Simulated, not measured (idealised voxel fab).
The name of this process module is voxel gate over fins.
It is cross-section cut that appears here, measuring 240 nm in width, its square cells being 5 nm in size.
A cross-section in this document is a grid of square cells, and it is written down as bands, the top band listed before the ones below it; a band is made up of one or more rows of cells.
Band: top height; bottom height; in nm. Then, left to right: material with width in nm, for each material. "all across": a single material spanning edge to edge. "blank": empty space.
Height datum 0, below which the as-received substrate wafer is one material. Lowest band open at the bottom, running downward: "z 0 and below".
Quick explanation for "30->40": the width changes in equal steps down the rows of cells, from the first number in the band's top row to the second number in its bottom row.
"stayed the same" (step): cross-section cells unchanged, all of them.
Voids not open to the top, 8 cells minimum: see "Sealed-off cavities". Written width x height at distance; distance is from the left edge; nm.
What comes after the settings on a step's line is commentary from the simulator itself on that step.
"overlay nm" answers the question of how far to the right of plan the mask lay on a step that has a mask, and when it is negative the answer is to the left.

## This section lists the process steps that were planned
1) RECEIVE | material Si
2) CONFORMAL_DEP | material SiN | thk nm 5
3) PATTERN | tone cover | mask id FINS | material resist | width nm 15 | pitch nm 60 | thk nm 20 | overlay nm 0
4) DIRECTIONAL_ETCH | etch materials SiN | depth nm 5
5) DIRECTIONAL_ETCH | etch materials Si | depth nm 40
6) STRIP | etch materials resist
7) FILL_DEP | material SiO2 | thk nm 10
8) CMP | height nm 5
9) MASKED_ETCH | tone open | mask id RAIL | width nm 15 | etch materials SiO2 | depth nm 40 | overlay nm 0
10) CONFORMAL_DEP | material TiN | thk nm 5
11) FILL_DEP | material W | thk nm 10
12) CMP | height nm 5
13) SELECTIVE_ETCH | etch materials W Ru TiN | depth nm 30
14) FILL_DEP | material SiO2 | thk nm 5
15) CMP | height nm 5
16) SELECTIVE_ETCH | etch materials SiO2 | depth nm 20
17) STRIP | etch materials SiN
18) CONFORMAL_DEP | material HfO2 | thk nm 5
19) CONFORMAL_DEP | material TiN | thk nm 5
20) FILL_DEP | material W | thk nm 10
21) CMP | height nm 15
22) CONFORMAL_DEP | material SiN | thk nm 10
Quick note for whoever runs this: the wafers start identical, but the width nm at step 9 isn't the same across them. The plan just shows what the first wafer had.

## Received condition of the first of several wafers, sectioned: post-step 1
	z 0 and below: Si all across
	Sealed-off cavities: none

## First of several wafers, sectioned at end of module (last step: step 22)
	z 25 to 15: SiN all across
	z 15 to 10: W all across
	z 10 to 5: 10 of W; 35 of TiN; 25 of W; 35 of TiN; 25 of W; 35 of TiN; 25 of W; 35 of TiN; 15 of W
	z 5 to 0: 10 of W; 5 of TiN; 25 of HfO2; 5 of TiN; 25 of W; 5 of TiN; 25 of HfO2; 5 of TiN; 25 of W; 5 of TiN; 25 of HfO2; 5 of TiN; 25 of W; 5 of TiN; 25 of HfO2; 5 of TiN; 15 of W
	z 0 to -5: 10 of W; 5 of TiN; 5 of HfO2; 15 of Si; 5 of HfO2; 5 of TiN; 25 of W; 5 of TiN; 5 of HfO2; 15 of Si; 5 of HfO2; 5 of TiN; 25 of W; 5 of TiN; 5 of HfO2; 15 of Si; 5 of HfO2; 5 of TiN; 25 of W; 5 of TiN; 5 of HfO2; 15 of Si; 5 of HfO2; 5 of TiN; 15 of W
	z -5 to -10: 15 of TiN; 5 of HfO2; 15 of Si; 5 of HfO2; 35 of TiN; 5 of HfO2; 15 of Si; 5 of HfO2; 35 of TiN; 5 of HfO2; 15 of Si; 5 of HfO2; 35 of TiN; 5 of HfO2; 15 of Si; 5 of HfO2; 20 of TiN
	z -10 to -15: 20 of HfO2; 15 of Si; 45 of HfO2; 15 of Si; 45 of HfO2; 15 of Si; 45 of HfO2; 15 of Si; 25 of HfO2
	z -15 to -25: 20 of SiO2; 15 of Si; 45 of SiO2; 15 of Si; 45 of SiO2; 15 of Si; 45 of SiO2; 15 of Si; 25 of SiO2
	z -25 to -30: 20 of SiO2; 15 of Si; 15 of SiO2; 5 of TiN; 5 of W; 5 of TiN; 15 of SiO2; 15 of Si; 45 of SiO2; 15 of Si; 45 of SiO2; 15 of Si; 25 of SiO2
	z -30 to -35: 20 of SiO2; 15 of Si; 15 of SiO2; 15 of TiN; 15 of SiO2; 15 of Si; 45 of SiO2; 15 of Si; 45 of SiO2; 15 of Si; 25 of SiO2
	z -35 to -40: 20 of SiO2; 15 of Si; 45 of SiO2; 15 of Si; 45 of SiO2; 15 of Si; 45 of SiO2; 15 of Si; 25 of SiO2
	z -40 and below: Si all across
	Sealed-off cavities: none

## End of module, last wafer sectioned
	z 25 to 15: SiN all across
	z 15 to 10: W all across
	z 10 to 5: 10 of W; 35 of TiN; 25 of W; 35 of TiN; 25 of W; 35 of TiN; 25 of W; 35 of TiN; 15 of W
	z 5 to 0: 10 of W; 5 of TiN; 25 of HfO2; 5 of TiN; 25 of W; 5 of TiN; 25 of HfO2; 5 of TiN; 25 of W; 5 of TiN; 25 of HfO2; 5 of TiN; 25 of W; 5 of TiN; 25 of HfO2; 5 of TiN; 15 of W
	z 0 to -5: 10 of W; 5 of TiN; 5 of HfO2; 15 of Si; 5 of HfO2; 5 of TiN; 25 of W; 5 of TiN; 5 of HfO2; 15 of Si; 5 of HfO2; 5 of TiN; 25 of W; 5 of TiN; 5 of HfO2; 15 of Si; 5 of HfO2; 5 of TiN; 25 of W; 5 of TiN; 5 of HfO2; 15 of Si; 5 of HfO2; 5 of TiN; 15 of W
	z -5 to -10: 15 of TiN; 5 of HfO2; 15 of Si; 5 of HfO2; 35 of TiN; 5 of HfO2; 15 of Si; 5 of HfO2; 35 of TiN; 5 of HfO2; 15 of Si; 5 of HfO2; 35 of TiN; 5 of HfO2; 15 of Si; 5 of HfO2; 20 of TiN
	z -10 to -15: 20 of HfO2; 15 of Si; 45 of HfO2; 15 of Si; 45 of HfO2; 15 of Si; 45 of HfO2; 15 of Si; 25 of HfO2
	z -15 to -25: 20 of SiO2; 15 of Si; 45 of SiO2; 15 of Si; 45 of SiO2; 15 of Si; 45 of SiO2; 15 of Si; 25 of SiO2
	z -25 to -30: 20 of SiO2; 15 of Si; 10 of SiO2; 5 of TiN; 20 of W; 5 of TiN; 5 of SiO2; 15 of Si; 45 of SiO2; 15 of Si; 45 of SiO2; 15 of Si; 25 of SiO2
	z -30 to -35: 20 of SiO2; 15 of Si; 10 of SiO2; 30 of TiN; 5 of SiO2; 15 of Si; 45 of SiO2; 15 of Si; 45 of SiO2; 15 of Si; 25 of SiO2
	z -35 to -40: 20 of SiO2; 15 of Si; 45 of SiO2; 15 of Si; 45 of SiO2; 15 of Si; 45 of SiO2; 15 of Si; 25 of SiO2
	z -40 and below: Si all across
	Sealed-off cavities: none

## Note: the following table is arranged by wafer, a row apiece. Each row reports the end-of-module state: per material, cells gained (+) or cells lost (-) compared with the wafer as received; closed voids follow
width nm 15; +72 HfO2; -288 Si; +96 SiN; +174 SiO2; +77 TiN; +109 W; Sealed-off cavities: none
width nm 20; +72 HfO2; -288 Si; +96 SiN; +172 SiO2; +78 TiN; +110 W; Sealed-off cavities: none
width nm 25; +72 HfO2; -288 Si; +96 SiN; +170 SiO2; +79 TiN; +111 W; Sealed-off cavities: none
width nm 30; +72 HfO2; -288 Si; +96 SiN; +168 SiO2; +80 TiN; +112 W; Sealed-off cavities: none
